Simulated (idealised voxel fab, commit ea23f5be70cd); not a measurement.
voxel double patterning: a process module
cross-section cut | 190 nm wide | cells 5 nm
If you're reading a cross-section in this doc, picture square cells in a grid; it comes to you as bands, top ones listed first down to the bottom, and a band can be one or more rows of cells. Band: top height; bottom height; in nm. Then, left to right: material with width in nm, for each material. "everywhere": a single material spanning edge to edge. "air": empty space. Below 0: as-received wafer, all one material; heights counted from there. Lowest band: no bottom, goes on down, written "top 0, no bottom". The expression "30..40" gives the width at the extremes of the band, the first number at its top row of cells and the second at its bottom row, with the width changing by equal amounts from each row to the next in between. Where a step carries "no modifications", the cross-section came out of it unchanged, cell for cell. In the "Closed-off voids" entry, you get each enclosed empty space of 8 cells or more, one with no open way to the top, written width x height at distance, distance from the left edge, in nm. Past the settings on a step's line: simulator remark, on that step. overlay nm: for a step with a mask, the amount by which the mask lay right of where it was planned; a negative amount means left of it.
**The following list gives the planned process steps**
1 RECEIVE | material Si
2 CONFORMAL_DEP | material SiO2 | thk nm 5
3 DIRECTIONAL_DEP | material TiN | thk nm 10
4 DIRECTIONAL_DEP | material SiN | thk nm 10
5 DIRECTIONAL_DEP | material aC | thk nm 15
6 PATTERN | tone open | mask id FIRST | material resist | width nm 15 | pitch nm 50 | thk nm 30 | overlay nm -15
7 DIRECTIONAL_ETCH | etch materials aC | depth nm 15
8 STRIP | etch materials resist
9 DIRECTIONAL_ETCH | etch materials SiN | depth nm 10
10 STRIP | etch materials aC
11 DIRECTIONAL_DEP | material aC | thk nm 15
12 PATTERN | tone open | mask id SECOND | material resist | width nm 15 | thk nm 30 | overlay nm 0
13 DIRECTIONAL_ETCH | etch materials aC | depth nm 15
14 STRIP | etch materials resist
15 DIRECTIONAL_ETCH | etch materials SiN | depth nm 10
16 STRIP | etch materials aC
17 DIRECTIONAL_ETCH | etch materials TiN | depth nm 10
18 STRIP | etch materials SiN
The wafers in this document start out alike and differ in the overlay nm applied at step 6; the plan shows the value used for the first wafer.
**After step 1, as received: first of several wafers, cross-section**
- top 0, no bottom | Si everywhere
- Closed-off voids: none
**End of module, by wafer: material-by-material cell gain (+) or loss (-) since receipt, then closed voids**
overlay nm -15, +38 SiO2, +60 TiN, Closed-off voids: none
overlay nm -10, +38 SiO2, +58 TiN, Closed-off voids: none
overlay nm -5, +38 SiO2, +58 TiN, Closed-off voids: none
overlay nm 0, +38 SiO2, +58 TiN, Closed-off voids: none
overlay nm 5, +38 SiO2, +58 TiN, Closed-off voids: none
overlay nm 10, +38 SiO2, +58 TiN, Closed-off voids: none
overlay nm 15, +38 SiO2, +60 TiN, Closed-off voids: none
